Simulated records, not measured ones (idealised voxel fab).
This is a process module. Its name is voxel ribs on slabs.
The figure presents cross-section cut, which has a width of 300 nm and is divided into square cells with an edge length of 5 nm.
Just so we're on the same page, the cross-sections are grids of square cells, and they're listed out in bands top to bottom, each band one or more rows deep. For a band, the entry starts with two heights in nm, that of the top and then that of the bottom, and carries on with the band's materials in order from left to right, each alongside its width in nm; the word "everywhere" beside a single material means it fills the band edge to edge, and "air" means empty space. Beneath 0, the wafer as received is one material, and that level is where height counting begins. The lowest band goes on downward without a bottom; it is written like "from 0 down". A width such as "30 to 40" changes by the same amount from each row of cells to the next, from the band's top row to its bottom row. Any step labelled "nothing was modified" changed none of the cells in the cross-section. Empty spaces counting at least 8 cells and having no open way to the top are listed in "Encapsulated voids". The notation width x height at distance is used for each, the distance being from the left edge and all three values in nm. Step line, after settings: the simulator's comment on this step. A step line may carry the setting "overlay nm", which, for steps involving a mask, states the distance by which the mask lay to the right of its intended position; negative values denote displacement to the left.

[Here's what the planned process steps look like]
step 1: RECEIVE: material Si
step 2: DIRECTIONAL_DEP: material SiO2, thk nm 30
step 3: DIRECTIONAL_DEP: material polySi, thk nm 20
step 4: MASKED_ETCH: tone cover, mask id RIB, width nm 20, etch materials polySi, depth nm 5, overlay nm 0
step 5: DIRECTIONAL_DEP: material aC, thk nm 10
step 6: PATTERN: tone cover, mask id SLAB, material resist, width nm 50, thk nm 30, overlay nm -15
step 7: DIRECTIONAL_ETCH: etch materials aC, depth nm 10
step 8: STRIP: etch materials resist
step 9: DIRECTIONAL_ETCH: etch materials polySi, depth nm 15
step 10: STRIP: etch materials aC
step 11: FILL_DEP: material SiO2, thk nm 25
step 12: CMP: height nm 70
step 13: DIRECTIONAL_DEP: material TiN, thk nm 10
step 14: PATTERN: tone cover, mask id HEATER, material resist, width nm 30, thk nm 15, overlay nm 0
step 15: DIRECTIONAL_ETCH: etch materials TiN, depth nm 10
step 16: STRIP: etch materials resist
step 17: CONFORMAL_DEP: material SiO2, thk nm 5
All wafers enter the flow in the same state. The overlay nm at step 6 differs from wafer to wafer, and the plan gives the value for the first wafer.

[Received condition of the first of several wafers, sectioned: post-step 1]
	from 0 down | Si everywhere
	Encapsulated voids: none

[each wafer at the end: cells of each material gained (+) or lost (-) since it was received, then its closed voids]
overlay nm -15, +870 SiO2, +12 TiN, +34 polySi, Encapsulated voids: none
overlay nm -10, +870 SiO2, +12 TiN, +34 polySi, Encapsulated voids: none
overlay nm -5, +870 SiO2, +12 TiN, +34 polySi, Encapsulated voids: none
overlay nm 0, +870 SiO2, +12 TiN, +34 polySi, Encapsulated voids: none
overlay nm 5, +870 SiO2, +12 TiN, +34 polySi, Encapsulated voids: none
overlay nm 10, +870 SiO2, +12 TiN, +34 polySi, Encapsulated voids: none
overlay nm 15, +870 SiO2, +12 TiN, +34 polySi, Encapsulated voids: none
